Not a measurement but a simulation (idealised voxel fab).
This is a process module. Its name is voxel transistor to metal.
Cross-sectional view cut (width: 275 nm; square cell size: 5 nm).
How to read a cross-section here: the picture is a grid of square cells, written as bands going from the top down, and any band can span one or more rows of cells.
Heights first: top, then bottom, in nm. Then materials, left to right, each with a width in nm. "throughout" on a single material: fills the band edge to edge. "air": empty space.
Heights are measured from 0, the level below which the as-received wafer is all one material; the lowest band has no bottom and continues downward, written as in "0 down".
A two-number width, for instance "30..40", indicates that the width is equal to the first number in the top row of the band and to the second number in the bottom row, and that it changes by a constant amount per row of cells.
Any step labelled "remains unaltered" changed none of the cells in the cross-section.
Entry "Trapped voids" = empty spaces >= 8 cells with no open way to the top; each as width x height at distance, distance from left edge, all nm.
Anything after a step's settings on that line? It's the simulator's own note about the step.
"overlay nm" answers the question of how far to the right of plan the mask lay on a step that has a mask, and when it is negative the answer is to the left.

**Planned step list for the process**
| 1 | RECEIVE,material Si |
| 2 | CONFORMAL_DEP,material SiO2,thk nm 5 |
| 3 | CONFORMAL_DEP,material SiN,thk nm 10 |
| 4 | PATTERN,tone cover,mask id ACTIVE,material resist,width nm 105,pitch nm 125,thk nm 15,overlay nm 0 |
| 5 | DIRECTIONAL_ETCH,etch materials SiN,depth nm 10 |
| 6 | DIRECTIONAL_ETCH,etch materials SiO2,depth nm 5 |
| 7 | DIRECTIONAL_ETCH,etch materials Si,depth nm 25 |
| 8 | STRIP,etch materials resist |
| 9 | OXIDIZE,depth nm 5 |
| 10 | FILL_DEP,material SiO2,thk nm 10 |
| 11 | CMP,height nm 15 |
| 12 | SELECTIVE_ETCH,etch materials SiO2,depth nm 10 |
| 13 | STRIP,etch materials SiN |
| 14 | SELECTIVE_ETCH,etch materials SiO2,depth nm 5 |
| 15 | OXIDIZE,depth nm 5 |
| 16 | DIRECTIONAL_DEP,material polySi,thk nm 30 |
| 17 | DIRECTIONAL_DEP,material SiCN,thk nm 10 |
| 18 | MASKED_ETCH,tone cover,mask id GATE,width nm 25,pitch nm 125,etch materials SiCN,depth nm 20,overlay nm 0 |
| 19 | MASKED_ETCH,tone cover,mask id GATE,width nm 25,pitch nm 125,etch materials polySi,depth nm 40,overlay nm 0 |
| 20 | CONFORMAL_DEP,material SiO2,thk nm 5 |
| 21 | DIRECTIONAL_ETCH,etch materials SiO2,depth nm 5 |
| 22 | CONFORMAL_DEP,material SiN,thk nm 5 |
| 23 | DIRECTIONAL_ETCH,etch materials SiN,depth nm 5 |
| 24 | DIRECTIONAL_ETCH,etch materials SiO2,depth nm 5 |
| 25 | DIRECTIONAL_ETCH,etch materials Si,depth nm 15 |
| 26 | EPI,material SiGe,thk nm 20 |
| 27 | FILL_DEP,material SiO2,thk nm 5 |
| 28 | CMP,height nm 30 |
| 29 | STRIP,etch materials polySi |
| 30 | SELECTIVE_ETCH,etch materials SiO2,depth nm 5 |
| 31 | CONFORMAL_DEP,material HfO2,thk nm 5 |
| 32 | CONFORMAL_DEP,material TiN,thk nm 5 |
| 33 | FILL_DEP,material W,thk nm 5 |
| 34 | CMP,height nm 25 |
| 35 | DIRECTIONAL_DEP,material SiO2,thk nm 10 |
| 36 | PATTERN,tone open,mask id CONTACT,material resist,width nm 20,thk nm 20,overlay nm 0 |
| 37 | DIRECTIONAL_ETCH,etch materials SiO2,depth nm 35 |
| 38 | STRIP,etch materials resist |
| 39 | CONFORMAL_DEP,material TiN,thk nm 5 |
| 40 | FILL_DEP,material Ru,thk nm 10 |
| 41 | CMP,height nm 35 |
| 42 | DIRECTIONAL_DEP,material TiN,thk nm 5 |
| 43 | DIRECTIONAL_DEP,material Ru,thk nm 15 |
| 44 | DIRECTIONAL_DEP,material aC,thk nm 10 |
| 45 | PATTERN,tone cover,mask id METAL_1,material resist,width nm 20,thk nm 30,overlay nm 0 |
| 46 | DIRECTIONAL_ETCH,etch materials aC,depth nm 10 |
| 47 | STRIP,etch materials resist |
| 48 | DIRECTIONAL_ETCH,etch materials Ru,depth nm 25 |
| 49 | DIRECTIONAL_ETCH,etch materials TiN,depth nm 5 |
| 50 | STRIP,etch materials aC |
| 51 | CONFORMAL_DEP,material SiN,thk nm 5 |
| 52 | FILL_DEP,material lowk,thk nm 10 |
| 53 | CMP,height nm 65 |
| 54 | CONFORMAL_DEP,material SiCN,thk nm 5 |
Quick note for whoever runs this: the wafers start identical, but the thk nm at step 43 isn't the same across them. The plan just shows what the first wafer had.

**As received, i.e. after step 1: cross-section through the first of several wafers**
  0 down  Si throughout
  Trapped voids: none

**Wafer cross-section (first of several) - module end, post step 54 (last step)**
  70 to 65  SiCN throughout
  65 to 60  lowk throughout
  60 to 55  lowk=20  SiN=30  lowk=45  SiN=30  lowk=20  SiN=30  lowk=45  SiN=30  lowk=25
  55 to 40  lowk=20  SiN=5  Ru=20  SiN=5  lowk=45  SiN=5  Ru=20  SiN=5  lowk=20  SiN=5  Ru=20  SiN=5  lowk=45  SiN=5  Ru=20  SiN=5  lowk=25
  40 to 35  SiN=25  TiN=20  SiN=55  TiN=20  SiN=30  TiN=20  SiN=55  TiN=20  SiN=30
  35 to 25  SiO2=25  TiN=5  Ru=10  TiN=5  SiO2=55  TiN=5  Ru=10  TiN=5  SiO2=30  TiN=5  Ru=10  TiN=5  SiO2=55  TiN=5  Ru=10  TiN=5  SiO2=30
  25 to 20  SiO2=25  TiN=5  Ru=10  TiN=5  SiO2=5  SiN=5  HfO2=5  TiN=5  W=15  TiN=5  HfO2=5  SiN=5  SiO2=5  TiN=5  Ru=10  TiN=5  SiO2=30  TiN=5  Ru=10  TiN=5  SiO2=5  SiN=5  HfO2=5  TiN=5  W=15  TiN=5  HfO2=5  SiN=5  SiO2=5  TiN=5  Ru=10  TiN=5  SiO2=30
  20 to 15  SiO2=25  TiN=20  SiO2=5  SiN=5  HfO2=5  TiN=5  W=15  TiN=5  HfO2=5  SiN=5  SiO2=5  TiN=20  SiO2=30  TiN=20  SiO2=5  SiN=5  HfO2=5  TiN=5  W=15  TiN=5  HfO2=5  SiN=5  SiO2=5  TiN=20  SiO2=30
  15 to 5  SiO2=25  TiN=5  SiGe=20  SiN=5  HfO2=5  TiN=5  W=15  TiN=5  HfO2=5  SiN=5  SiGe=20  TiN=5  SiO2=30  TiN=5  SiGe=20  SiN=5  HfO2=5  TiN=5  W=15  TiN=5  HfO2=5  SiN=5  SiGe=20  TiN=5  SiO2=30
  5 to 0  SiO2=25  TiN=5  SiGe=20  SiN=5  HfO2=5  TiN=25  HfO2=5  SiN=5  SiGe=20  TiN=5  SiO2=30  TiN=5  SiGe=20  SiN=5  HfO2=5  TiN=25  HfO2=5  SiN=5  SiGe=20  TiN=5  SiO2=30
  0 to -5  SiO2=20  SiGe=30  SiO2=5  HfO2=35  SiO2=5  SiGe=30  SiO2=20  SiGe=30  SiO2=5  HfO2=35  SiO2=5  SiGe=30  SiO2=25
  -5 to -20  SiO2=25  SiGe=25  Si=45  SiGe=25  SiO2=30  SiGe=25  Si=45  SiGe=25  SiO2=30
  -20 to -30  SiO2=25  Si=95  SiO2=30  Si=95  SiO2=30
  -30 down  Si throughout
  Trapped voids: none

**Of the several wafers, the last: cross-section at the end of the module**
  70 to 65  SiCN throughout
  65 to 60  lowk=20  SiN=5  Ru=20  SiN=5  lowk=45  SiN=5  Ru=20  SiN=5  lowk=20  SiN=5  Ru=20  SiN=5  lowk=45  SiN=5  Ru=20  SiN=5  lowk=25
  60 to 55  SiN=25  Ru=20  SiN=55  Ru=20  SiN=30  Ru=20  SiN=55  Ru=20  SiN=30
  55 to 40  Ru throughout
  40 to 35  TiN throughout
  35 to 25  SiO2=25  TiN=5  Ru=10  TiN=5  SiO2=55  TiN=5  Ru=10  TiN=5  SiO2=30  TiN=5  Ru=10  TiN=5  SiO2=55  TiN=5  Ru=10  TiN=5  SiO2=30
  25 to 20  SiO2=25  TiN=5  Ru=10  TiN=5  SiO2=5  SiN=5  HfO2=5  TiN=5  W=15  TiN=5  HfO2=5  SiN=5  SiO2=5  TiN=5  Ru=10  TiN=5  SiO2=30  TiN=5  Ru=10  TiN=5  SiO2=5  SiN=5  HfO2=5  TiN=5  W=15  TiN=5  HfO2=5  SiN=5  SiO2=5  TiN=5  Ru=10  TiN=5  SiO2=30
  20 to 15  SiO2=25  TiN=20  SiO2=5  SiN=5  HfO2=5  TiN=5  W=15  TiN=5  HfO2=5  SiN=5  SiO2=5  TiN=20  SiO2=30  TiN=20  SiO2=5  SiN=5  HfO2=5  TiN=5  W=15  TiN=5  HfO2=5  SiN=5  SiO2=5  TiN=20  SiO2=30
  15 to 5  SiO2=25  TiN=5  SiGe=20  SiN=5  HfO2=5  TiN=5  W=15  TiN=5  HfO2=5  SiN=5  SiGe=20  TiN=5  SiO2=30  TiN=5  SiGe=20  SiN=5  HfO2=5  TiN=5  W=15  TiN=5  HfO2=5  SiN=5  SiGe=20  TiN=5  SiO2=30
  5 to 0  SiO2=25  TiN=5  SiGe=20  SiN=5  HfO2=5  TiN=25  HfO2=5  SiN=5  SiGe=20  TiN=5  SiO2=30  TiN=5  SiGe=20  SiN=5  HfO2=5  TiN=25  HfO2=5  SiN=5  SiGe=20  TiN=5  SiO2=30
  0 to -5  SiO2=20  SiGe=30  SiO2=5  HfO2=35  SiO2=5  SiGe=30  SiO2=20  SiGe=30  SiO2=5  HfO2=35  SiO2=5  SiGe=30  SiO2=25
  -5 to -20  SiO2=25  SiGe=25  Si=45  SiGe=25  SiO2=30  SiGe=25  Si=45  SiGe=25  SiO2=30
  -20 to -30  SiO2=25  Si=95  SiO2=30  Si=95  SiO2=30
  -30 down  Si throughout
  Trapped voids: none

**Table: wafers, a row each; end-of-module cell change per material since receipt, gain (+), loss (-); then closed voids**
thk nm 15 | +34 HfO2 | +72 Ru | -200 Si | +55 SiCN | +132 SiGe | +107 SiN | +273 SiO2 | +94 TiN | +24 W | +179 lowk | Trapped voids: none
thk nm 20 | +34 HfO2 | +88 Ru | -200 Si | +55 SiCN | +132 SiGe | +115 SiN | +273 SiO2 | +94 TiN | +24 W | +155 lowk | Trapped voids: none
thk nm 25 | +34 HfO2 | +104 Ru | -200 Si | +55 SiCN | +132 SiGe | +99 SiN | +273 SiO2 | +94 TiN | +24 W | +155 lowk | Trapped voids: none
thk nm 30 | +34 HfO2 | +143 Ru | -200 Si | +55 SiCN | +132 SiGe | +83 SiN | +273 SiO2 | +133 TiN | +24 W | +93 lowk | Trapped voids: none
thk nm 35 | +34 HfO2 | +182 Ru | -200 Si | +55 SiCN | +132 SiGe | +75 SiN | +273 SiO2 | +133 TiN | +24 W | +62 lowk | Trapped voids: none
thk nm 40 | +34 HfO2 | +221 Ru | -200 Si | +55 SiCN | +132 SiGe | +67 SiN | +273 SiO2 | +133 TiN | +24 W | +31 lowk | Trapped voids: none
